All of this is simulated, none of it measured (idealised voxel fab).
This is a process module. Its name is voxel ribs on slabs.
Square cells of 5 nm make up the cross-section cut, whose width is 225 nm.
We lay out every cross-section as a grid of square cells and spell it out in bands from the top down, where one band means one or more rows of cells.
It is stipulated that each band's entry specify, in nanometres, the height of the top of the band and then that of its bottom, followed by the materials of the band in left-to-right sequence, each together with its width in nanometres. A single material marked by the word "all across" is understood to fill the band from edge to edge; the word "empty" is understood to denote empty space.
Height reference: 0 = level under which incoming wafer is all one material. Lowest band: no bottom, runs on downward, e.g. "0 -> down".
It should be noted that a width expressed as "30->40" varies in equal increments from row to row of cells within the band, taking the value of the first number at the top row and that of the second number at the bottom row.
Given "all unchanged" for a step, no cell of the cross-section differs between before and after that step.
Listed in "Sealed internal voids": every empty space of 8 or more cells without an open way to the top. Form: width x height at distance, the distance being from the left edge, all in nm.
after a step's settings: what the simulator itself notes on the step
The optional step-line setting "overlay nm" applies to steps with a mask and quantifies how far to the right of its planned location the mask lay, a negative value indicating leftward placement.
These are the steps we planned for the process
| 1 | RECEIVE, material Si |
| 2 | DIRECTIONAL_DEP, material SiO2, thk nm 20 |
| 3 | DIRECTIONAL_DEP, material SiN, thk nm 15 |
| 4 | PATTERN, tone cover, mask id RIB, material resist, width nm 15, thk nm 20, overlay nm 0 |
| 5 | DIRECTIONAL_ETCH, etch materials SiN, depth nm 10 |
| 6 | STRIP, etch materials resist |
| 7 | PATTERN, tone cover, mask id SLAB, material resist, width nm 65, thk nm 20, overlay nm 0 |
| 8 | DIRECTIONAL_ETCH, etch materials SiN, depth nm 5 |
| 9 | STRIP, etch materials resist |
| 10 | FILL_DEP, material SiO2, thk nm 20 |
| 11 | CMP, height nm 50 |
| 12 | DIRECTIONAL_DEP, material TiN, thk nm 10 |
| 13 | PATTERN, tone cover, mask id HEATER, material resist, width nm 25, thk nm 15, overlay nm 0 |
| 14 | DIRECTIONAL_ETCH, etch materials TiN, depth nm 10 |
| 15 | STRIP, etch materials resist |
| 16 | CONFORMAL_DEP, material SiN, thk nm 10 |
The first of the two wafers, which ran as planned
Step 1 complete: cross-section of the wafer as received
* 0 -> down | Si all across
* Sealed internal voids: none
Wafer after step 2 (cross-section)
* 20 -> 0 | SiO2 all across
* For the remainder of the cross-section, below 0, there is no change.
Wafer after step 3 (cross-section)
* 35 -> 20 | SiN all across
* For the remainder of the cross-section, below 20, there is no change.
Wafer after step 4 (cross-section)
* 55 -> 35 | empty: 105, resist: 15, empty: 105
* For the remainder of the cross-section, below 35, there is no change.
Wafer after step 5 (cross-section)
* 55 -> 35 | empty: 105, resist: 15, empty: 105
* 35 -> 25 | empty: 105, SiN: 15, empty: 105
* For the remainder of the cross-section, below 25, there is no change.
Wafer after step 6 (cross-section)
* 35 -> 25 | empty: 105, SiN: 15, empty: 105
* For the remainder of the cross-section, below 25, there is no change.
Wafer after step 7 (cross-section)
* 55 -> 35 | empty: 80, resist: 65, empty: 80
* 35 -> 25 | empty: 80, resist: 25, SiN: 15, resist: 25, empty: 80
* For the remainder of the cross-section, below 25, there is no change.
Wafer after step 8 (cross-section)
* 55 -> 35 | empty: 80, resist: 65, empty: 80
* 35 -> 25 | empty: 80, resist: 25, SiN: 15, resist: 25, empty: 80
* 25 -> 20 | empty: 80, SiN: 65, empty: 80
* For the remainder of the cross-section, below 20, there is no change.
Wafer after step 9 (cross-section)
* 35 -> 25 | empty: 105, SiN: 15, empty: 105
* For the remainder of the cross-section, below 25, there is no change.
Wafer after step 10 (cross-section)
* 55 -> 35 | SiO2 all across
* 35 -> 25 | SiO2: 105, SiN: 15, SiO2: 105
* 25 -> 20 | SiO2: 80, SiN: 65, SiO2: 80
* For the remainder of the cross-section, below 20, there is no change.
Wafer after step 11 (cross-section)
* 50 -> 35 | SiO2 all across
* For the remainder of the cross-section, below 35, there is no change.
Wafer after step 12 (cross-section)
* 60 -> 50 | TiN all across
* For the remainder of the cross-section, below 50, there is no change.
Wafer after step 13 (cross-section)
* 75 -> 60 | empty: 100, resist: 25, empty: 100
* For the remainder of the cross-section, below 60, there is no change.
Wafer after step 14 (cross-section)
* 75 -> 60 | empty: 100, resist: 25, empty: 100
* 60 -> 50 | empty: 100, TiN: 25, empty: 100
* For the remainder of the cross-section, below 50, there is no change.
Wafer after step 15 (cross-section)
* 60 -> 50 | empty: 100, TiN: 25, empty: 100
* For the remainder of the cross-section, below 50, there is no change.
Wafer after step 16 (cross-section)
* 70 -> 60 | empty: 90, SiN: 45, empty: 90
* 60 -> 50 | SiN: 100, TiN: 25, SiN: 100
* For the remainder of the cross-section, below 50, there is no change.
Okay, second wafer. Nothing different at the start, nothing different in the plan, just one mistake somewhere in the running. As far as step 15, counting that step, it's the first wafer all over again
Cross-section: second wafer, time at which step 16 was scheduled to end
* 75 -> 65 | empty: 85, SiN: 55, empty: 85
* 65 -> 60 | SiN all across
* 60 -> 50 | SiN: 100, TiN: 25, SiN: 100
* For the remainder of the cross-section, below 50, there is no change.
Plan not followed: step 16: run off-plan, actual operation and settings CONFORMAL_DEP, material SiN, thk nm 15
FYI, end of process, the second wafer has more or fewer cells of some materials than the first: +49 SiN
